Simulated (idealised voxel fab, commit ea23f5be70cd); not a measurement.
process module | voxel double patterning
cross-section cut | 200 nm wide | cells 5 nm
A cross-section is a grid of square cells, given in bands from the top down. A band is one or more rows of cells.
Each band's line starts with the height of the band's top and of its bottom, in nm. Then come its materials from left to right, each with its width in nm. One material with "throughout" fills the band from edge to edge. "air" is empty space.
Height 0 is the level under which the wafer as received is all one material. The lowest band goes on downwards, as in "0 down".
A width such as "30 to 40" changes by the same amount from each row of cells to the next, from the band's top row to its bottom row.
"no change" after a step means that no cell of the cross-section changed.
closed voids: empty space of 8 cells or more with no open way to the top, each as width x height at its distance from the left edge, in nm
after a step's settings: what the simulator itself notes on the step
overlay nm, on a step with a mask: how far to the right of its planned place the mask lay; to the left if negative
plan
1 op RECEIVE | material Si
2 op CONFORMAL_DEP | material SiN | thk nm 5
3 op DIRECTIONAL_DEP | material SiO2 | thk nm 20
4 op DIRECTIONAL_DEP | material SiCN | thk nm 10
5 op DIRECTIONAL_DEP | material aC | thk nm 10
6 op PATTERN | tone open | mask id FIRST | material resist | width nm 15 | pitch nm 50 | thk nm 30 | overlay nm 0
7 op DIRECTIONAL_ETCH | etch materials aC | depth nm 10
8 op STRIP | etch materials resist
9 op DIRECTIONAL_ETCH | etch materials SiCN | depth nm 10
10 op STRIP | etch materials aC
11 op MASKED_ETCH | tone open | mask id SECOND | width nm 15 | etch materials SiCN | depth nm 10 | overlay nm 0
12 op DIRECTIONAL_ETCH | etch materials SiO2 | depth nm 20
13 op STRIP | etch materials SiCN
as received, after step 1
  0 down: Si throughout
  closed voids: none
a wafer at the end: this start, this plan, one mistake
  25 to 10: SiO2 65 | air 15 | SiO2 10 | air 15 | SiO2 10 | air 15 | SiO2 70
  10 to 5: SiO2 throughout
  5 to 0: SiN throughout
  0 down: Si throughout
  closed voids: none
what went wrong: step 12 ran as: op DIRECTIONAL_ETCH | etch materials SiO2 | depth nm 15
